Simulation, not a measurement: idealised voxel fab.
The following process module bears the name voxel capacitor over wiring.
For reference, the cross-section in this document is cut, with width 225 nm and square cells of 5 nm.
Cross-section = grid of square cells, listed top down in bands; band = one or more rows.
Heights first: top, then bottom, in nm. Then materials, left to right, each with a width in nm. "throughout" on a single material: fills the band edge to edge. "blank": empty space.
Height reference: 0 = level under which incoming wafer is all one material. Lowest band: no bottom, runs on downward, e.g. "top 0, no bottom".
Width spec "30->40" -> top row of cells at first value, bottom row at second value, equal per-row change in between.
"nothing changed" for a step: no cell of the cross-section changed in that step.
"Closed void register" contains a list of empty spaces, each no smaller than 8 cells and without an open way to the top, written in the form width x height at distance with the distance from the left edge and all three in nm.
Step line, after settings: the simulator's comment on this step.
overlay nm: step with mask; distance mask lay right of planned place; negative value = left of planned place.
Pairs follow: section before one process step, section after it down to the lowest changed band, step with settings underneath. Pairs may come from different runs of this module on the same starting wafer; continuity with the pair above only as stated in the "Before processing step" entry.
Before processing step:
> top 80, bottom 75 = Al2O3 throughout
> top 75, bottom 65 = TiN throughout
> top 65, bottom 45 = 60 nm lowk  5 nm TiN  5 nm W  5 nm TiN  150 nm lowk
> top 45, bottom 40 = 60 nm SiCN  15 nm TiN  150 nm SiCN
> top 40, bottom 35 = 40 nm SiCN  40 nm Ru  60 nm SiCN  40 nm Ru  45 nm SiCN
> top 35, bottom 15 = 45 nm SiO2  5 nm TiN  20 nm Cu  5 nm TiN  70 nm SiO2  5 nm TiN  20 nm Cu  5 nm TiN  50 nm SiO2
> top 15, bottom 10 = 45 nm SiCN  30 nm TiN  70 nm SiCN  30 nm TiN  50 nm SiCN
> top 10, bottom 0 = SiO2 throughout
> top 0, no bottom = Si throughout
> Closed void register: none
Section After Processing:
> top 95, bottom 80 = TiN throughout
> At heights below 80, the structure remains unaltered.
> Closed void register: none
So what happens between those two cross-sections up there? DIRECTIONAL_DEP,material TiN,thk nm 15
Before processing step: Reference is made to the cross-section shown after the step in the pair directly above, which represents the state prior to this step.
Section After Processing:
> top 95, bottom 90 = 60 nm blank  75 nm TiN  90 nm blank
> At heights below 90, the structure remains unaltered.
> Closed void register: none
So what happens between those two cross-sections up there? MASKED_ETCH,tone cover,mask id UPPER_PLATE,width nm 75,etch materials TiN,depth nm 5,overlay nm 0
Before processing step: Reference is made to the cross-section shown after the step in the pair directly above, which represents the state prior to this step.
Section After Processing:
> top 110, bottom 95 = 55 nm blank  85 nm resist  85 nm blank
> top 95, bottom 90 = 55 nm blank  5 nm resist  75 nm TiN  5 nm resist  85 nm blank
> At heights below 90, the structure remains unaltered.
> Closed void register: none
So what happens between those two cross-sections up there? PATTERN,tone cover,mask id LOWER_PLATE,material resist,width nm 85,thk nm 15,overlay nm 0
Before processing step: Reference is made to the cross-section shown after the step in the pair directly above, which represents the state prior to this step.
Section After Processing:
> top 110, bottom 95 = 55 nm blank  85 nm resist  85 nm blank
> top 95, bottom 90 = 55 nm blank  5 nm resist  75 nm TiN  5 nm resist  85 nm blank
> top 90, bottom 80 = 55 nm blank  85 nm TiN  85 nm blank
> At heights below 80, the structure remains unaltered.
> Closed void register: none
So what happens between those two cross-sections up there? DIRECTIONAL_ETCH,etch materials TiN,depth nm 10
Before processing step: Reference is made to the cross-section shown after the step in the pair directly above, which represents the state prior to this step.
Section After Processing:
> top 95, bottom 90 = 60 nm blank  75 nm TiN  90 nm blank
> At heights below 90, the structure remains unaltered.
> Closed void register: none
So what happens between those two cross-sections up there? STRIP,etch materials resist
Before processing step: Reference is made to the cross-section shown after the step in the pair directly above, which represents the state prior to this step.
Section After Processing:
> top 115, bottom 95 = SiO2 throughout
> top 95, bottom 90 = 60 nm SiO2  75 nm TiN  90 nm SiO2
> top 90, bottom 80 = 55 nm SiO2  85 nm TiN  85 nm SiO2
> At heights below 80, the structure remains unaltered.
> Closed void register: none
So what happens between those two cross-sections up there? FILL_DEP,material SiO2,thk nm 20
Before processing step: Reference is made to the cross-section shown after the step in the pair directly above, which represents the state prior to this step.
Section After Processing:
> top 100, bottom 95 = SiO2 throughout
> At heights below 95, the structure remains unaltered.
> Closed void register: none
So what happens between those two cross-sections up there? CMP,height nm 100
Before processing step: Reference is made to the cross-section shown after the step in the pair directly above, which represents the state prior to this step.
Section After Processing:
> top 115, bottom 100 = 70 nm resist  15 nm blank  140 nm resist
> At heights below 100, the structure remains unaltered.
> Closed void register: none
So what happens between those two cross-sections up there? PATTERN,tone open,mask id PLUG_2,material resist,width nm 15,thk nm 15,overlay nm 0
Before processing step: Reference is made to the cross-section shown after the step in the pair directly above, which represents the state prior to this step.
Section After Processing:
> top 115, bottom 100 = 70 nm resist  15 nm blank  140 nm resist
> top 100, bottom 95 = 70 nm SiO2  15 nm blank  140 nm SiO2
> At heights below 95, the structure remains unaltered.
> Closed void register: none
So what happens between those two cross-sections up there? DIRECTIONAL_ETCH,etch materials SiO2,depth nm 15
Before processing step: Reference is made to the cross-section shown after the step in the pair directly above, which represents the state prior to this step.
Section After Processing:
> top 100, bottom 95 = 70 nm SiO2  15 nm blank  140 nm SiO2
> At heights below 95, the structure remains unaltered.
> Closed void register: none
So what happens between those two cross-sections up there? STRIP,etch materials resist
Before processing step: Reference is made to the cross-section shown after the step in the pair directly above, which represents the state prior to this step.
Section After Processing:
> top 105, bottom 100 = 75 nm TiN  5 nm blank  145 nm TiN
> top 100, bottom 90 = 70->60 nm SiO2  15->75 nm TiN  140->90 nm SiO2
> At heights below 90, the structure remains unaltered.
> Closed void register: none
So what happens between those two cross-sections up there? CONFORMAL_DEP,material TiN,thk nm 5
Before processing step: Reference is made to the cross-section shown after the step in the pair directly above, which represents the state prior to this step.
Section After Processing:
> top 115, bottom 105 = W throughout
> top 105, bottom 100 = 75 nm TiN  5 nm W  145 nm TiN
> At heights below 100, the structure remains unaltered.
> Closed void register: none
So what happens between those two cross-sections up there? FILL_DEP,material W,thk nm 10
Before processing step: Reference is made to the cross-section shown after the step in the pair directly above, which represents the state prior to this step.
Section After Processing:
> top 100, bottom 90 = 70->60 nm SiO2  15->75 nm TiN  140->90 nm SiO2
> At heights below 90, the structure remains unaltered.
> Closed void register: none
So what happens between those two cross-sections up there? CMP,height nm 100
Before processing step: Reference is made to the cross-section shown after the step in the pair directly above, which represents the state prior to this step.
Section After Processing:
> top 105, bottom 100 = SiN throughout
> At heights below 100, the structure remains unaltered.
> Closed void register: none
So what happens between those two cross-sections up there? CONFORMAL_DEP,material SiN,thk nm 5
Before processing step:
> top 100, bottom 85 = SiO2 throughout
> top 85, bottom 80 = 60 nm SiO2  75 nm TiN  90 nm SiO2
> top 80, bottom 75 = 60 nm SiO2  75 nm Al2O3  90 nm SiO2
> top 75, bottom 65 = 55 nm SiO2  85 nm TiN  85 nm SiO2
> top 65, bottom 45 = 60 nm lowk  5 nm TiN  5 nm W  5 nm TiN  150 nm lowk
> top 45, bottom 40 = 60 nm SiCN  15 nm TiN  150 nm SiCN
> top 40, bottom 35 = 40 nm SiCN  40 nm Ru  60 nm SiCN  40 nm Ru  45 nm SiCN
> top 35, bottom 15 = 45 nm SiO2  5 nm TiN  20 nm Cu  5 nm TiN  70 nm SiO2  5 nm TiN  20 nm Cu  5 nm TiN  50 nm SiO2
> top 15, bottom 10 = 45 nm SiCN  30 nm TiN  70 nm SiCN  30 nm TiN  50 nm SiCN
> top 10, bottom 0 = SiO2 throughout
> top 0, no bottom = Si throughout
> Closed void register: none
Section After Processing:
> top 115, bottom 100 = 65 nm resist  25 nm blank  135 nm resist
> At heights below 100, the structure remains unaltered.
> Closed void register: none
So what happens between those two cross-sections up there? PATTERN,tone open,mask id PLUG_2,material resist,width nm 25,thk nm 15,overlay nm 0
Before processing step: Reference is made to the cross-section shown after the step in the pair directly above, which represents the state prior to this step.
Section After Processing:
> top 115, bottom 100 = 65 nm resist  25 nm blank  135 nm resist
> top 100, bottom 85 = 65 nm SiO2  25 nm blank  135 nm SiO2
> At heights below 85, the structure remains unaltered.
> Closed void register: none
So what happens between those two cross-sections up there? DIRECTIONAL_ETCH,etch materials SiO2,depth nm 15
Before processing step: Reference is made to the cross-section shown after the step in the pair directly above, which represents the state prior to this step.
Section After Processing:
> top 100, bottom 85 = 65 nm SiO2  25 nm blank  135 nm SiO2
> At heights below 85, the structure remains unaltered.
> Closed void register: none
So what happens between those two cross-sections up there? STRIP,etch materials resist
Before processing step: Reference is made to the cross-section shown after the step in the pair directly above, which represents the state prior to this step.
Section After Processing:
> top 105, bottom 100 = 70 nm TiN  15 nm blank  140 nm TiN
> top 100, bottom 90 = 65 nm SiO2  5 nm TiN  15 nm blank  5 nm TiN  135 nm SiO2
> top 90, bottom 80 = 65->60 nm SiO2  25->75 nm TiN  135->90 nm SiO2
> At heights below 80, the structure remains unaltered.
> Closed void register: none
So what happens between those two cross-sections up there? CONFORMAL_DEP,material TiN,thk nm 5
Before processing step: Reference is made to the cross-section shown after the step in the pair directly above, which represents the state prior to this step.
Section After Processing:
> top 115, bottom 105 = W throughout
> top 105, bottom 100 = 70 nm TiN  15 nm W  140 nm TiN
> top 100, bottom 90 = 65 nm SiO2  5 nm TiN  15 nm W  5 nm TiN  135 nm SiO2
> At heights below 90, the structure remains unaltered.
> Closed void register: none
So what happens between those two cross-sections up there? FILL_DEP,material W,thk nm 10
Before processing step: Reference is made to the cross-section shown after the step in the pair directly above, which represents the state prior to this step.
Section After Processing:
> top 100, bottom 90 = 65 nm SiO2  5 nm TiN  15 nm W  5 nm TiN  135 nm SiO2
> At heights below 90, the structure remains unaltered.
> Closed void register: none
So what happens between those two cross-sections up there? CMP,height nm 100
Before processing step: Reference is made to the cross-section shown after the step in the pair directly above, which represents the state prior to this step.
Section After Processing:
> top 105, bottom 100 = SiN throughout
> At heights below 100, the structure remains unaltered.
> Closed void register: none
So what happens between those two cross-sections up there? CONFORMAL_DEP,material SiN,thk nm 5
Before processing step:
> top 85, bottom 80 = 60 nm blank  75 nm TiN  90 nm blank
> top 80, bottom 75 = Al2O3 throughout
> top 75, bottom 65 = TiN throughout
> top 65, bottom 45 = 60 nm lowk  5 nm TiN  5 nm W  5 nm TiN  150 nm lowk
> top 45, bottom 40 = 60 nm SiCN  15 nm TiN  150 nm SiCN
> top 40, bottom 35 = 40 nm SiCN  40 nm Ru  60 nm SiCN  40 nm Ru  45 nm SiCN
> top 35, bottom 15 = 45 nm SiO2  5 nm TiN  20 nm Cu  5 nm TiN  70 nm SiO2  5 nm TiN  20 nm Cu  5 nm TiN  50 nm SiO2
> top 15, bottom 10 = 45 nm SiCN  30 nm TiN  70 nm SiCN  30 nm TiN  50 nm SiCN
> top 10, bottom 0 = SiO2 throughout
> top 0, no bottom = Si throughout
> Closed void register: none
Section After Processing:
> top 85, bottom 80 = 60 nm blank  75 nm TiN  90 nm blank
> top 80, bottom 75 = 50 nm blank  85 nm Al2O3  90 nm blank
> At heights below 75, the structure remains unaltered.
> Closed void register: none
So what happens between those two cross-sections up there? MASKED_ETCH,tone cover,mask id UPPER_PLATE,width nm 75,etch materials Al2O3,depth nm 5,overlay nm -10
Before processing step: Reference is made to the cross-section shown after the step in the pair directly above, which represents the state prior to this step.
Section After Processing:
> top 100, bottom 85 = 55 nm blank  85 nm resist  85 nm blank
> top 85, bottom 80 = 55 nm blank  5 nm resist  75 nm TiN  5 nm resist  85 nm blank
> top 80, bottom 75 = 50 nm blank  85 nm Al2O3  5 nm resist  85 nm blank
> At heights below 75, the structure remains unaltered.
> Closed void register: none
So what happens between those two cross-sections up there? PATTERN,tone cover,mask id LOWER_PLATE,material resist,width nm 85,thk nm 15,overlay nm 0
Before processing step: Reference is made to the cross-section shown after the step in the pair directly above, which represents the state prior to this step.
Section After Processing:
> top 100, bottom 85 = 55 nm blank  85 nm resist  85 nm blank
> top 85, bottom 80 = 55 nm blank  5 nm resist  75 nm TiN  5 nm resist  85 nm blank
> top 80, bottom 75 = 50 nm blank  85 nm Al2O3  5 nm resist  85 nm blank
> top 75, bottom 65 = 50 nm blank  90 nm TiN  85 nm blank
> At heights below 65, the structure remains unaltered.
> Closed void register: none
So what happens between those two cross-sections up there? DIRECTIONAL_ETCH,etch materials TiN,depth nm 10
Before processing step: Reference is made to the cross-section shown after the step in the pair directly above, which represents the state prior to this step.
Section After Processing:
> top 85, bottom 80 = 60 nm blank  75 nm TiN  90 nm blank
> top 80, bottom 75 = 50 nm blank  85 nm Al2O3  90 nm blank
> At heights below 75, the structure remains unaltered.
> Closed void register: none
So what happens between those two cross-sections up there? STRIP,etch materials resist
Before processing step: Reference is made to the cross-section shown after the step in the pair directly above, which represents the state prior to this step.
Section After Processing:
> top 105, bottom 85 = SiO2 throughout
> top 85, bottom 80 = 60 nm SiO2  75 nm TiN  90 nm SiO2
> top 80, bottom 75 = 50 nm SiO2  85 nm Al2O3  90 nm SiO2
> top 75, bottom 65 = 50 nm SiO2  90 nm TiN  85 nm SiO2
> At heights below 65, the structure remains unaltered.
> Closed void register: none
So what happens between those two cross-sections up there? FILL_DEP,material SiO2,thk nm 20
Before processing step: Reference is made to the cross-section shown after the step in the pair directly above, which represents the state prior to this step.
Section After Processing:
> top 100, bottom 85 = SiO2 throughout
> At heights below 85, the structure remains unaltered.
> Closed void register: none
So what happens between those two cross-sections up there? CMP,height nm 100
Before processing step: Reference is made to the cross-section shown after the step in the pair directly above, which represents the state prior to this step.
Section After Processing:
> top 115, bottom 100 = 70 nm resist  15 nm blank  140 nm resist
> At heights below 100, the structure remains unaltered.
> Closed void register: none
So what happens between those two cross-sections up there? PATTERN,tone open,mask id PLUG_2,material resist,width nm 15,thk nm 15,overlay nm 0
Before processing step: Reference is made to the cross-section shown after the step in the pair directly above, which represents the state prior to this step.
Section After Processing:
> top 115, bottom 100 = 70 nm resist  15 nm blank  140 nm resist
> top 100, bottom 85 = 70 nm SiO2  15 nm blank  140 nm SiO2
> At heights below 85, the structure remains unaltered.
> Closed void register: none
So what happens between those two cross-sections up there? DIRECTIONAL_ETCH,etch materials SiO2,depth nm 15
Before processing step: Reference is made to the cross-section shown after the step in the pair directly above, which represents the state prior to this step.
Section After Processing:
> top 100, bottom 85 = 70 nm SiO2  15 nm blank  140 nm SiO2
> At heights below 85, the structure remains unaltered.
> Closed void register: none
So what happens between those two cross-sections up there? STRIP,etch materials resist
Before processing step: Reference is made to the cross-section shown after the step in the pair directly above, which represents the state prior to this step.
Section After Processing:
> top 105, bottom 100 = 75 nm TiN  5 nm blank  145 nm TiN
> top 100, bottom 90 = 70 nm SiO2  5 nm TiN  5 nm blank  5 nm TiN  140 nm SiO2
> top 90, bottom 80 = 70->60 nm SiO2  15->75 nm TiN  140->90 nm SiO2
> At heights below 80, the structure remains unaltered.
> Closed void register: none
So what happens between those two cross-sections up there? CONFORMAL_DEP,material TiN,thk nm 5
Before processing step: Reference is made to the cross-section shown after the step in the pair directly above, which represents the state prior to this step.
Section After Processing:
> top 115, bottom 105 = W throughout
> top 105, bottom 100 = 75 nm TiN  5 nm W  145 nm TiN
> top 100, bottom 90 = 70 nm SiO2  5 nm TiN  5 nm W  5 nm TiN  140 nm SiO2
> At heights below 90, the structure remains unaltered.
> Closed void register: none
So what happens between those two cross-sections up there? FILL_DEP,material W,thk nm 10
Before processing step: Reference is made to the cross-section shown after the step in the pair directly above, which represents the state prior to this step.
Section After Processing:
> top 100, bottom 90 = 70 nm SiO2  5 nm TiN  5 nm W  5 nm TiN  140 nm SiO2
> At heights below 90, the structure remains unaltered.
> Closed void register: none
So what happens between those two cross-sections up there? CMP,height nm 100
Before processing step: Reference is made to the cross-section shown after the step in the pair directly above, which represents the state prior to this step.
Section After Processing:
> top 105, bottom 100 = SiN throughout
> At heights below 100, the structure remains unaltered.
> Closed void register: none
So what happens between those two cross-sections up there? CONFORMAL_DEP,material SiN,thk nm 5
Before processing step:
> top 40, bottom 35 = 50 nm TiN  20 nm blank  80 nm TiN  20 nm blank  55 nm TiN
> top 35, bottom 15 = 45 nm SiO2  5 nm TiN  20 nm blank  5 nm TiN  70 nm SiO2  5 nm TiN  20 nm blank  5 nm TiN  50 nm SiO2
> top 15, bottom 10 = 45 nm SiCN  30 nm TiN  70 nm SiCN  30 nm TiN  50 nm SiCN
> top 10, bottom 0 = SiO2 throughout
> top 0, no bottom = Si throughout
> Closed void register: none
Section After Processing:
> top 50, bottom 40 = SiN throughout
> top 40, bottom 35 = 50 nm TiN  20 nm SiN  80 nm TiN  20 nm SiN  55 nm TiN
> top 35, bottom 15 = 45 nm SiO2  5 nm TiN  20 nm SiN  5 nm TiN  70 nm SiO2  5 nm TiN  20 nm SiN  5 nm TiN  50 nm SiO2
> At heights below 15, the structure remains unaltered.
> Closed void register: none
So what happens between those two cross-sections up there? FILL_DEP,material SiN,thk nm 10
Before processing step: Reference is made to the cross-section shown after the step in the pair directly above, which represents the state prior to this step.
Section After Processing:
> top 35, bottom 15 = 45 nm SiO2  5 nm TiN  20 nm SiN  5 nm TiN  70 nm SiO2  5 nm TiN  20 nm SiN  5 nm TiN  50 nm SiO2
> At heights below 15, the structure remains unaltered.
> Closed void register: none
So what happens between those two cross-sections up there? CMP,height nm 35
Before processing step: Reference is made to the cross-section shown after the step in the pair directly above, which represents the state prior to this step.
Section After Processing:
> top 40, bottom 35 = 40 nm blank  15 nm Ru  10 nm blank  15 nm Ru  60 nm blank  15 nm Ru  10 nm blank  15 nm Ru  45 nm blank
> At heights below 35, the structure remains unaltered.
> Closed void register: none
So what happens between those two cross-sections up there? EPI,material Ru,thk nm 5
Before processing step: Reference is made to the cross-section shown after the step in the pair directly above, which represents the state prior to this step.
Section After Processing:
> top 45, bottom 40 = SiCN throughout
> top 40, bottom 35 = 40 nm SiCN  15 nm Ru  10 nm SiCN  15 nm Ru  60 nm SiCN  15 nm Ru  10 nm SiCN  15 nm Ru  45 nm SiCN
> At heights below 35, the structure remains unaltered.
> Closed void register: none
So what happens between those two cross-sections up there? FILL_DEP,material SiCN,thk nm 5
Before processing step: Reference is made to the cross-section shown after the step in the pair directly above, which represents the state prior to this step.
Section After Processing:
> top 65, bottom 45 = lowk throughout
> At heights below 45, the structure remains unaltered.
> Closed void register: none
So what happens between those two cross-sections up there? DIRECTIONAL_DEP,material lowk,thk nm 20
Before processing step: Reference is made to the cross-section shown after the step in the pair directly above, which represents the state prior to this step.
Section After Processing:
> top 85, bottom 65 = 60 nm resist  15 nm blank  150 nm resist
> At heights below 65, the structure remains unaltered.
> Closed void register: none
So what happens between those two cross-sections up there? PATTERN,tone open,mask id PLUG_1,material resist,width nm 15,thk nm 20,overlay nm 0
Before processing step: Reference is made to the cross-section shown after the step in the pair directly above, which represents the state prior to this step.
Section After Processing:
> top 85, bottom 65 = 60 nm resist  15 nm blank  150 nm resist
> top 65, bottom 45 = 60 nm lowk  15 nm blank  150 nm lowk
> At heights below 45, the structure remains unaltered.
> Closed void register: none
So what happens between those two cross-sections up there? DIRECTIONAL_ETCH,etch materials lowk,depth nm 20
Before processing step: Reference is made to the cross-section shown after the step in the pair directly above, which represents the state prior to this step.
Section After Processing:
> top 85, bottom 65 = 60 nm resist  15 nm blank  150 nm resist
> top 65, bottom 45 = 60 nm lowk  15 nm blank  150 nm lowk
> top 45, bottom 40 = 60 nm SiCN  15 nm blank  150 nm SiCN
> At heights below 40, the structure remains unaltered.
> Closed void register: none
So what happens between those two cross-sections up there? DIRECTIONAL_ETCH,etch materials SiCN,depth nm 5
Before processing step: Reference is made to the cross-section shown after the step in the pair directly above, which represents the state prior to this step.
Section After Processing:
> top 65, bottom 45 = 60 nm lowk  15 nm blank  150 nm lowk
> At heights below 45, the structure remains unaltered.
> Closed void register: none
So what happens between those two cross-sections up there? STRIP,etch materials resist
Before processing step: Reference is made to the cross-section shown after the step in the pair directly above, which represents the state prior to this step.
Section After Processing:
> top 70, bottom 65 = 65 nm TiN  5 nm blank  155 nm TiN
> top 65, bottom 45 = 60 nm lowk  5 nm TiN  5 nm blank  5 nm TiN  150 nm lowk
> top 45, bottom 40 = 60 nm SiCN  15 nm TiN  150 nm SiCN
> At heights below 40, the structure remains unaltered.
> Closed void register: none
So what happens between those two cross-sections up there? CONFORMAL_DEP,material TiN,thk nm 5
Before processing step: Reference is made to the cross-section shown after the step in the pair directly above, which represents the state prior to this step.
Section After Processing:
> top 80, bottom 70 = W throughout
> top 70, bottom 65 = 65 nm TiN  5 nm W  155 nm TiN
> top 65, bottom 45 = 60 nm lowk  5 nm TiN  5 nm W  5 nm TiN  150 nm lowk
> At heights below 45, the structure remains unaltered.
> Closed void register: none
So what happens between those two cross-sections up there? FILL_DEP,material W,thk nm 10
Before processing step: Reference is made to the cross-section shown after the step in the pair directly above, which represents the state prior to this step.
Section After Processing:
> top 65, bottom 45 = 60 nm lowk  5 nm TiN  5 nm W  5 nm TiN  150 nm lowk
> At heights below 45, the structure remains unaltered.
> Closed void register: none
So what happens between those two cross-sections up there? CMP,height nm 65
Before processing step: Reference is made to the cross-section shown after the step in the pair directly above, which represents the state prior to this step.
Section After Processing:
> top 75, bottom 65 = TiN throughout
> At heights below 65, the structure remains unaltered.
> Closed void register: none
So what happens between those two cross-sections up there? DIRECTIONAL_DEP,material TiN,thk nm 10
Before processing step: Reference is made to the cross-section shown after the step in the pair directly above, which represents the state prior to this step.
Section After Processing:
> top 80, bottom 75 = Al2O3 throughout
> At heights below 75, the structure remains unaltered.
> Closed void register: none
So what happens between those two cross-sections up there? DIRECTIONAL_DEP,material Al2O3,thk nm 5
Before processing step: Reference is made to the cross-section shown after the step in the pair directly above, which represents the state prior to this step.
Section After Processing:
> top 85, bottom 80 = TiN throughout
> At heights below 80, the structure remains unaltered.
> Closed void register: none
So what happens between those two cross-sections up there? DIRECTIONAL_DEP,material TiN,thk nm 5
Before processing step: Reference is made to the cross-section shown after the step in the pair directly above, which represents the state prior to this step.
Section After Processing:
> top 85, bottom 80 = 60 nm blank  75 nm TiN  90 nm blank
> At heights below 80, the structure remains unaltered.
> Closed void register: none
So what happens between those two cross-sections up there? MASKED_ETCH,tone cover,mask id UPPER_PLATE,width nm 75,etch materials TiN,depth nm 5,overlay nm 0
Before processing step: Reference is made to the cross-section shown after the step in the pair directly above, which represents the state prior to this step.
Section After Processing:
> top 85, bottom 80 = 60 nm blank  75 nm TiN  90 nm blank
> top 80, bottom 75 = 60 nm blank  75 nm Al2O3  90 nm blank
> At heights below 75, the structure remains unaltered.
> Closed void register: none
So what happens between those two cross-sections up there? MASKED_ETCH,tone cover,mask id UPPER_PLATE,width nm 75,etch materials Al2O3,depth nm 5,overlay nm 0
Before processing step: Reference is made to the cross-section shown after the step in the pair directly above, which represents the state prior to this step.
Section After Processing:
> top 100, bottom 85 = 55 nm blank  85 nm resist  85 nm blank
> top 85, bottom 80 = 55 nm blank  5 nm resist  75 nm TiN  5 nm resist  85 nm blank
> top 80, bottom 75 = 55 nm blank  5 nm resist  75 nm Al2O3  5 nm resist  85 nm blank
> At heights below 75, the structure remains unaltered.
> Closed void register: none
So what happens between those two cross-sections up there? PATTERN,tone cover,mask id LOWER_PLATE,material resist,width nm 85,thk nm 15,overlay nm 0
Before processing step: Reference is made to the cross-section shown after the step in the pair directly above, which represents the state prior to this step.
Section After Processing:
> top 100, bottom 85 = 55 nm blank  85 nm resist  85 nm blank
> top 85, bottom 80 = 55 nm blank  5 nm resist  75 nm TiN  5 nm resist  85 nm blank
> top 80, bottom 75 = 55 nm blank  5 nm resist  75 nm Al2O3  5 nm resist  85 nm blank
> top 75, bottom 65 = 55 nm blank  85 nm TiN  85 nm blank
> At heights below 65, the structure remains unaltered.
> Closed void register: none
So what happens between those two cross-sections up there? DIRECTIONAL_ETCH,etch materials TiN,depth nm 10
Before processing step: Reference is made to the cross-section shown after the step in the pair directly above, which represents the state prior to this step.
Section After Processing:
> top 85, bottom 80 = 60 nm blank  75 nm TiN  90 nm blank
> top 80, bottom 75 = 60 nm blank  75 nm Al2O3  90 nm blank
> At heights below 75, the structure remains unaltered.
> Closed void register: none
So what happens between those two cross-sections up there? STRIP,etch materials resist
Before processing step: Reference is made to the cross-section shown after the step in the pair directly above, which represents the state prior to this step.
Section After Processing:
> top 105, bottom 85 = SiO2 throughout
> top 85, bottom 80 = 60 nm SiO2  75 nm TiN  90 nm SiO2
> top 80, bottom 75 = 60 nm SiO2  75 nm Al2O3  90 nm SiO2
> top 75, bottom 65 = 55 nm SiO2  85 nm TiN  85 nm SiO2
> At heights below 65, the structure remains unaltered.
> Closed void register: none
So what happens between those two cross-sections up there? FILL_DEP,material SiO2,thk nm 20
Before processing step: Reference is made to the cross-section shown after the step in the pair directly above, which represents the state prior to this step.
Section After Processing:
> top 100, bottom 85 = SiO2 throughout
> At heights below 85, the structure remains unaltered.
> Closed void register: none
So what happens between those two cross-sections up there? CMP,height nm 100
Before processing step: Reference is made to the cross-section shown after the step in the pair directly above, which represents the state prior to this step.
Section After Processing:
> top 115, bottom 100 = 70 nm resist  15 nm blank  140 nm resist
> At heights below 100, the structure remains unaltered.
> Closed void register: none
So what happens between those two cross-sections up there? PATTERN,tone open,mask id PLUG_2,material resist,width nm 15,thk nm 15,overlay nm 0
Before processing step: Reference is made to the cross-section shown after the step in the pair directly above, which represents the state prior to this step.
Section After Processing:
> top 115, bottom 100 = 70 nm resist  15 nm blank  140 nm resist
> top 100, bottom 85 = 70 nm SiO2  15 nm blank  140 nm SiO2
> At heights below 85, the structure remains unaltered.
> Closed void register: none
So what happens between those two cross-sections up there? DIRECTIONAL_ETCH,etch materials SiO2,depth nm 15
Before processing step: Reference is made to the cross-section shown after the step in the pair directly above, which represents the state prior to this step.
Section After Processing:
> top 100, bottom 85 = 70 nm SiO2  15 nm blank  140 nm SiO2
> At heights below 85, the structure remains unaltered.
> Closed void register: none
So what happens between those two cross-sections up there? STRIP,etch materials resist
Before processing step: Reference is made to the cross-section shown after the step in the pair directly above, which represents the state prior to this step.
Section After Processing:
> top 105, bottom 100 = 75 nm TiN  5 nm blank  145 nm TiN
> top 100, bottom 90 = 70 nm SiO2  5 nm TiN  5 nm blank  5 nm TiN  140 nm SiO2
> top 90, bottom 80 = 70->60 nm SiO2  15->75 nm TiN  140->90 nm SiO2
> At heights below 80, the structure remains unaltered.
> Closed void register: none
So what happens between those two cross-sections up there? CONFORMAL_DEP,material TiN,thk nm 5
Before processing step: Reference is made to the cross-section shown after the step in the pair directly above, which represents the state prior to this step.
Section After Processing:
> top 115, bottom 105 = W throughout
> top 105, bottom 100 = 75 nm TiN  5 nm W  145 nm TiN
> top 100, bottom 90 = 70 nm SiO2  5 nm TiN  5 nm W  5 nm TiN  140 nm SiO2
> At heights below 90, the structure remains unaltered.
> Closed void register: none
So what happens between those two cross-sections up there? FILL_DEP,material W,thk nm 10
Before processing step: Reference is made to the cross-section shown after the step in the pair directly above, which represents the state prior to this step.
Section After Processing:
> top 100, bottom 90 = 70 nm SiO2  5 nm TiN  5 nm W  5 nm TiN  140 nm SiO2
> At heights below 90, the structure remains unaltered.
> Closed void register: none
So what happens between those two cross-sections up there? CMP,height nm 100
Before processing step: Reference is made to the cross-section shown after the step in the pair directly above, which represents the state prior to this step.
Section After Processing:
> top 105, bottom 100 = SiN throughout
> At heights below 100, the structure remains unaltered.
> Closed void register: none
So what happens between those two cross-sections up there? CONFORMAL_DEP,material SiN,thk nm 5
Before processing step:
> top 100, bottom 85 = SiO2 throughout
> top 85, bottom 80 = 60 nm SiO2  75 nm TiN  90 nm SiO2
> top 80, bottom 75 = 60 nm SiO2  75 nm Al2O3  90 nm SiO2
> top 75, bottom 65 = 55 nm SiO2  85 nm TiN  85 nm SiO2
> top 65, bottom 45 = 60 nm lowk  5 nm TiN  5 nm W  5 nm TiN  150 nm lowk
> top 45, bottom 40 = 60 nm SiCN  15 nm TiN  150 nm SiCN
> top 40, bottom 35 = 40 nm SiCN  40 nm Ru  60 nm SiCN  40 nm Ru  45 nm SiCN
> top 35, bottom 15 = 45 nm SiO2  5 nm TiN  20 nm Cu  5 nm TiN  70 nm SiO2  5 nm TiN  20 nm Cu  5 nm TiN  50 nm SiO2
> top 15, bottom 10 = 45 nm SiCN  30 nm TiN  70 nm SiCN  30 nm TiN  50 nm SiCN
> top 10, bottom 0 = SiO2 throughout
> top 0, no bottom = Si throughout
> Closed void register: none
Section After Processing:
> top 115, bottom 100 = 70 nm blank  15 nm resist  140 nm blank
> At heights below 100, the structure remains unaltered.
> Closed void register: none
So what happens between those two cross-sections up there? PATTERN,tone cover,mask id PLUG_2,material resist,width nm 15,thk nm 15,overlay nm 0
Before processing step: Reference is made to the cross-section shown after the step in the pair directly above, which represents the state prior to this step.
Section After Processing:
> top 115, bottom 100 = 70 nm blank  15 nm resist  140 nm blank
> top 100, bottom 85 = 70 nm blank  15 nm SiO2  140 nm blank
> At heights below 85, the structure remains unaltered.
> Closed void register: none
So what happens between those two cross-sections up there? DIRECTIONAL_ETCH,etch materials SiO2,depth nm 15
Before processing step: Reference is made to the cross-section shown after the step in the pair directly above, which represents the state prior to this step.
Section After Processing:
> top 100, bottom 85 = 70 nm blank  15 nm SiO2  140 nm blank
> At heights below 85, the structure remains unaltered.
> Closed void register: none
So what happens between those two cross-sections up there? STRIP,etch materials resist
Before processing step: Reference is made to the cross-section shown after the step in the pair directly above, which represents the state prior to this step.
Section After Processing:
> top 105, bottom 100 = 65 nm blank  25 nm TiN  135 nm blank
> top 100, bottom 90 = 65 nm blank  5 nm TiN  15 nm SiO2  5 nm TiN  135 nm blank
> top 90, bottom 85 = 70 nm TiN  15 nm SiO2  140 nm TiN
> At heights below 85, the structure remains unaltered.
> Closed void register: none
So what happens between those two cross-sections up there? CONFORMAL_DEP,material TiN,thk nm 5
Before processing step: Reference is made to the cross-section shown after the step in the pair directly above, which represents the state prior to this step.
Section After Processing:
> top 115, bottom 105 = W throughout
> top 105, bottom 100 = 65 nm W  25 nm TiN  135 nm W
> top 100, bottom 90 = 65 nm W  5 nm TiN  15 nm SiO2  5 nm TiN  135 nm W
> At heights below 90, the structure remains unaltered.
> Closed void register: none
So what happens between those two cross-sections up there? FILL_DEP,material W,thk nm 10
Before processing step: Reference is made to the cross-section shown after the step in the pair directly above, which represents the state prior to this step.
Section After Processing:
> top 100, bottom 90 = 65 nm W  5 nm TiN  15 nm SiO2  5 nm TiN  135 nm W
> At heights below 90, the structure remains unaltered.
> Closed void register: none
So what happens between those two cross-sections up there? CMP,height nm 100
